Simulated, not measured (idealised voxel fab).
A process module follows: voxel capacitor over wiring.
In the cross-section labelled cut, the width is 265 nm and each square cell is 5 nm.
If you're reading a cross-section in this doc, picture square cells in a grid; it comes to you as bands, top ones listed first down to the bottom, and a band can be one or more rows of cells.
Basically the band line says how high the top is and how high the bottom is, in nm, and then what's in it from left to right, every material with its width in nm. Empty space shows up as "air", and if a single material carries "throughout" it runs the full band edge to edge.
Height reference: 0 = level under which incoming wafer is all one material. Lowest band: no bottom, runs on downward, e.g. "0 and below".
Per-row width for "30..40": begins at first number (top row of band), ends at second number (bottom row), increment between rows held constant.
"all unchanged" (step): cross-section cells unchanged, all of them.
Look at "Enclosed void inventory" for the closed voids: empty spaces with no open path to the top, sized 8 cells or up. Each is width x height at distance, distance from the left edge, all nm.
Formally, on a step line, whatever follows the settings is a remark that the simulator itself makes on the step.
"overlay nm" on a masked step: distance the mask lay right of its planned place, negative for left.
The following list gives the planned process steps
1. RECEIVE | material Si
2. CONFORMAL_DEP | material SiO2 | thk nm 10
3. DIRECTIONAL_DEP | material TiN | thk nm 5
4. DIRECTIONAL_DEP | material Ru | thk nm 15
5. PATTERN | tone cover | mask id METAL_1 | material resist | width nm 30 | pitch nm 100 | thk nm 15 | overlay nm 0
6. DIRECTIONAL_ETCH | etch materials Ru | depth nm 15
7. DIRECTIONAL_ETCH | etch materials TiN | depth nm 5
8. STRIP | etch materials resist
9. FILL_DEP | material SiO2 | thk nm 10
10. CMP | height nm 30
11. CONFORMAL_DEP | material SiCN | thk nm 5
12. DIRECTIONAL_DEP | material SiO2 | thk nm 20
13. PATTERN | tone open | mask id PLUG_1 | material resist | width nm 15 | thk nm 20 | overlay nm 0
14. DIRECTIONAL_ETCH | etch materials SiO2 | depth nm 20
15. DIRECTIONAL_ETCH | etch materials SiCN | depth nm 5
16. STRIP | etch materials resist
17. CONFORMAL_DEP | material TiN | thk nm 5
18. FILL_DEP | material W | thk nm 5
19. CMP | height nm 55
20. DIRECTIONAL_DEP | material TiN | thk nm 10
21. DIRECTIONAL_DEP | material SiN | thk nm 5
22. DIRECTIONAL_DEP | material TiN | thk nm 5
23. DIRECTIONAL_DEP | material aC | thk nm 10
24. PATTERN | tone cover | mask id UPPER_PLATE | material resist | width nm 75 | thk nm 30 | overlay nm 0
25. DIRECTIONAL_ETCH | etch materials aC | depth nm 10
26. STRIP | etch materials resist
27. DIRECTIONAL_ETCH | etch materials TiN | depth nm 5
28. DIRECTIONAL_ETCH | etch materials SiN | depth nm 5
29. STRIP | etch materials aC
30. DIRECTIONAL_DEP | material aC | thk nm 15
31. PATTERN | tone cover | mask id LOWER_PLATE | material resist | width nm 85 | thk nm 30 | overlay nm 0
32. DIRECTIONAL_ETCH | etch materials aC | depth nm 15
33. STRIP | etch materials resist
34. DIRECTIONAL_ETCH | etch materials TiN | depth nm 10
35. STRIP | etch materials aC
36. FILL_DEP | material SiO2 | thk nm 15
37. CMP | height nm 85
38. DIRECTIONAL_DEP | material aC | thk nm 15
39. PATTERN | tone open | mask id PLUG_2 | material resist | width nm 15 | thk nm 30 | overlay nm 0
40. DIRECTIONAL_ETCH | etch materials aC | depth nm 15
41. STRIP | etch materials resist
42. DIRECTIONAL_ETCH | etch materials SiO2 | depth nm 10
43. STRIP | etch materials aC
44. CONFORMAL_DEP | material TiN | thk nm 5
45. FILL_DEP | material Cu | thk nm 5
46. CMP | height nm 85
47. CONFORMAL_DEP | material SiN | thk nm 5
As received (post step 1): cross-section
0 and below  Si throughout
Enclosed void inventory: none
Here's the cross-section of the first of our two wafers at the end of the module - it ran as planned
90 down to 85  SiN throughout
85 down to 80  90 of SiO2, then 5 of TiN, then 5 of Cu, then 5 of TiN, then 160 of SiO2
80 down to 70  90..80 of SiO2, then 15..75 of TiN, then 160..110 of SiO2
70 down to 65  80 of SiO2, then 75 of SiN, then 110 of SiO2
65 down to 55  75 of SiO2, then 85 of TiN, then 105 of SiO2
55 down to 35  80 of SiO2, then 5 of TiN, then 5 of W, then 5 of TiN, then 170 of SiO2
35 down to 30  80 of SiCN, then 15 of TiN, then 170 of SiCN
30 down to 15  65 of SiO2, then 30 of Ru, then 70 of SiO2, then 30 of Ru, then 70 of SiO2
15 down to 10  65 of SiO2, then 30 of TiN, then 70 of SiO2, then 30 of TiN, then 70 of SiO2
10 down to 0  SiO2 throughout
0 and below  Si throughout
Enclosed void inventory: none
Second of two wafers, module complete, sectioned: it shares the first wafer's start and plan but was run with one mistake
90 down to 85  SiN throughout
85 down to 80  90 of SiO2, then 5 of TiN, then 5 of Cu, then 5 of TiN, then 160 of SiO2
80 down to 70  90..80 of SiO2, then 15..75 of TiN, then 160..110 of SiO2
70 down to 65  80 of SiO2, then 75 of SiN, then 110 of SiO2
65 down to 55  75 of SiO2, then 85 of TiN, then 105 of SiO2
55 down to 35  80 of SiO2, then 5 of TiN, then 5 of aC, then 5 of TiN, then 170 of SiO2
35 down to 30  80 of SiCN, then 15 of TiN, then 170 of SiCN
30 down to 15  65 of SiO2, then 30 of Ru, then 70 of SiO2, then 30 of Ru, then 70 of SiO2
15 down to 10  65 of SiO2, then 30 of TiN, then 70 of SiO2, then 30 of TiN, then 70 of SiO2
10 down to 0  SiO2 throughout
0 and below  Si throughout
Enclosed void inventory: none
Misprocessing identified: step 18 went in with a setting other than planned; the actual run was FILL_DEP | material aC | thk nm 5
Heads up, by the end the second wafer has more or fewer cells of some materials compared to the first: W: 4 fewer | aC: 4 more
